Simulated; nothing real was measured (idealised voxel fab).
This section sets out a process module, namely voxel self aligned vias.
This is section cut - it's 180 nm across, gridded in 5 nm square cells.
We lay out every cross-section as a grid of square cells and spell it out in bands from the top down, where one band means one or more rows of cells.
The entry gives the band's vertical extent as a top height and a bottom height in nm, then its horizontal make-up as materials from left to right, each with a width in nm. "empty" stands for empty space; a single material marked "everywhere" fills the band edge to edge.
All heights in this document are referenced to 0, defined as the level beneath which the wafer, as received, consists entirely of one material. The lowest band is not bounded below; it extends indefinitely downward and is written in the form "0..down".
A width given as "30->40" starts at the first number in the band's top row and ends at the second number in its bottom row, shifting by an equal amount at every step from row to row.
Any step labelled "nothing was modified" changed none of the cells in the cross-section.
So "Unvented voids" is basically the list of trapped voids: any empty space of 8 cells or more that can't reach the top through an opening. They're written width x height at distance, the distance being from the left edge, and it's all nm.
On a step's line, text after the settings is the simulator commenting on that step.
Each step line may optionally specify "overlay nm", which for a step with a mask gives the rightward distance between the mask's planned place and where it lay, a negative value indicating the leftward direction.
## The planned process steps are enumerated hereunder
step 1: RECEIVE [material Si]
step 2: CONFORMAL_DEP [material SiO2] [thk nm 10]
step 3: CONFORMAL_DEP [material SiCN] [thk nm 5]
step 4: DIRECTIONAL_DEP [material lowk] [thk nm 25]
step 5: DIRECTIONAL_DEP [material aC] [thk nm 15]
step 6: PATTERN [tone open] [mask id LINES] [material resist] [width nm 30] [pitch nm 55] [thk nm 30] [overlay nm 0]
step 7: DIRECTIONAL_ETCH [etch materials aC] [depth nm 15]
step 8: STRIP [etch materials resist]
step 9: DIRECTIONAL_ETCH [etch materials lowk] [depth nm 25]
step 10: STRIP [etch materials aC]
step 11: CONFORMAL_DEP [material TiN] [thk nm 5]
step 12: FILL_DEP [material Ru] [thk nm 5]
step 13: CMP [height nm 40]
step 14: SELECTIVE_ETCH [etch materials W Ru TiN] [depth nm 10]
step 15: FILL_DEP [material SiN] [thk nm 5]
step 16: CMP [height nm 40]
step 17: DIRECTIONAL_DEP [material lowk] [thk nm 20]
step 18: DIRECTIONAL_DEP [material aC] [thk nm 10]
step 19: PATTERN [tone open] [mask id VIAS] [material resist] [width nm 40] [pitch nm 55] [thk nm 30] [overlay nm 0]
step 20: DIRECTIONAL_ETCH [etch materials aC] [depth nm 10]
step 21: STRIP [etch materials resist]
step 22: DIRECTIONAL_ETCH [etch materials lowk] [depth nm 20]
step 23: DIRECTIONAL_ETCH [etch materials SiN] [depth nm 10]
step 24: STRIP [etch materials aC]
step 25: CONFORMAL_DEP [material TiN] [thk nm 5]
step 26: FILL_DEP [material Cu] [thk nm 5]
step 27: CMP [height nm 60]
step 28: CONFORMAL_DEP [material SiCN] [thk nm 5]
## Shown in cross-section is the wafer as received, that is, as it stands after step 1
- 0..down  Si everywhere
- Unvented voids: none
## First of two wafers, end-of-module section, run followed plan
- 65..60  SiCN everywhere
- 60..45  lowk=40; TiN=5; Cu=30; TiN=5; lowk=15; TiN=5; Cu=30; TiN=5; lowk=45
- 45..35  lowk=40->45; TiN=10->5; Cu=20; TiN=10->5; lowk=15->25; TiN=10->5; Cu=20; TiN=10->5; lowk=45->50
- 35..30  lowk=45; TiN=30; lowk=25; TiN=30; lowk=50
- 30..20  lowk=45; TiN=5; Ru=20; TiN=5; lowk=25; TiN=5; Ru=20; TiN=5; lowk=50
- 20..15  lowk=45; TiN=30; lowk=25; TiN=30; lowk=50
- 15..10  SiCN everywhere
- 10..0  SiO2 everywhere
- 0..down  Si everywhere
- Unvented voids: none
## Presented here is a cross-section of the second of the two wafers as it stood at the end of the module. It was started in the same manner and assigned the same plan as the first wafer; however, one mistake was made in its execution
- 65..60  SiCN everywhere
- 60..40  lowk=40; TiN=5; Cu=30; TiN=5; lowk=15; TiN=5; Cu=30; TiN=5; lowk=45
- 40..35  SiN=40; TiN=10; Cu=20; TiN=10; SiN=15; TiN=10; Cu=20; TiN=10; SiN=45
- 35..30  lowk=45; TiN=30; lowk=25; TiN=30; lowk=50
- 30..15  lowk=45; TiN=5; Ru=20; TiN=5; lowk=25; TiN=5; Ru=20; TiN=5; lowk=50
- 15..10  lowk=45; TiN=30; lowk=25; TiN=30; lowk=50
- 10..0  SiO2 everywhere
- 0..down  Si everywhere
- Unvented voids: none
So what did we get wrong on this run? heads up, step 3 of the plan was skipped and never actually ran
at the end the second wafer has, in cells: Cu: 4 more; Ru: 8 more; SiCN: 36 fewer; SiN: 20 more; TiN: 4 more
